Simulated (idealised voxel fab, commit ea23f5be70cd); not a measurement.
process module | voxel released beams
cross-section cut | 210 nm wide | cells 5 nm
A cross-section is a grid of square cells, given in bands from the top down. A band is one or more rows of cells.
Each band's line starts with the height of the band's top and of its bottom, in nm. Then come its materials from left to right, each with its width in nm. One material with "throughout" fills the band from edge to edge. "air" is empty space.
Height 0 is the level under which the wafer as received is all one material. The lowest band goes on downwards, as in "0 down".
A width such as "30 to 40" changes by the same amount from each row of cells to the next, from the band's top row to its bottom row.
"no change" after a step means that no cell of the cross-section changed.
closed voids: empty space of 8 cells or more with no open way to the top, each as width x height at its distance from the left edge, in nm
after a step's settings: what the simulator itself notes on the step
overlay nm, on a step with a mask: how far to the right of its planned place the mask lay; to the left if negative
plan
1 op RECEIVE | material Si
2 op CONFORMAL_DEP | material Al2O3 | thk nm 5
3 op DIRECTIONAL_DEP | material SiO2 | thk nm 20
4 op MASKED_ETCH | tone open | mask id ANCHOR | width nm 30 | etch materials SiO2 | depth nm 20 | overlay nm 0
5 op CONFORMAL_DEP | material W | thk nm 15
6 op PATTERN | tone cover | mask id BEAM | material resist | width nm 105 | thk nm 15 | overlay nm 0
7 op DIRECTIONAL_ETCH | etch materials W | depth nm 15
8 op STRIP | etch materials resist
9 op STRIP | etch materials SiO2
varied across the wafers: width nm of step 4. The plan shows the first wafer's value. All wafers start alike
first wafer as received, after step 1
  0 down: Si throughout
  closed voids: none
first wafer at the end, after step 9
  40 to 25: air 50 | W 105 | air 55
  25 to 5: air 60 | W 30 | air 120
  5 to 0: Al2O3 throughout
  0 down: Si throughout
  closed voids: none
last wafer at the end
  40 to 25: air 50 | W 15 | air 25 | W 65 | air 55
  25 to 20: air 50 | W 15 | air 25 | W 15 | air 105
  20 to 5: air 50 | W 55 | air 105
  5 to 0: Al2O3 throughout
  0 down: Si throughout
  closed voids: none
each wafer at the end: cells of each material gained (+) or lost (-) since it was received, then its closed voids
width nm 30 | +42 Al2O3 | +87 W | closed voids: none
width nm 35 | +42 Al2O3 | +87 W | closed voids: none
width nm 40 | +42 Al2O3 | +87 W | closed voids: none
width nm 45 | +42 Al2O3 | +87 W | closed voids: none
width nm 50 | +42 Al2O3 | +87 W | closed voids: none
width nm 55 | +42 Al2O3 | +87 W | closed voids: none
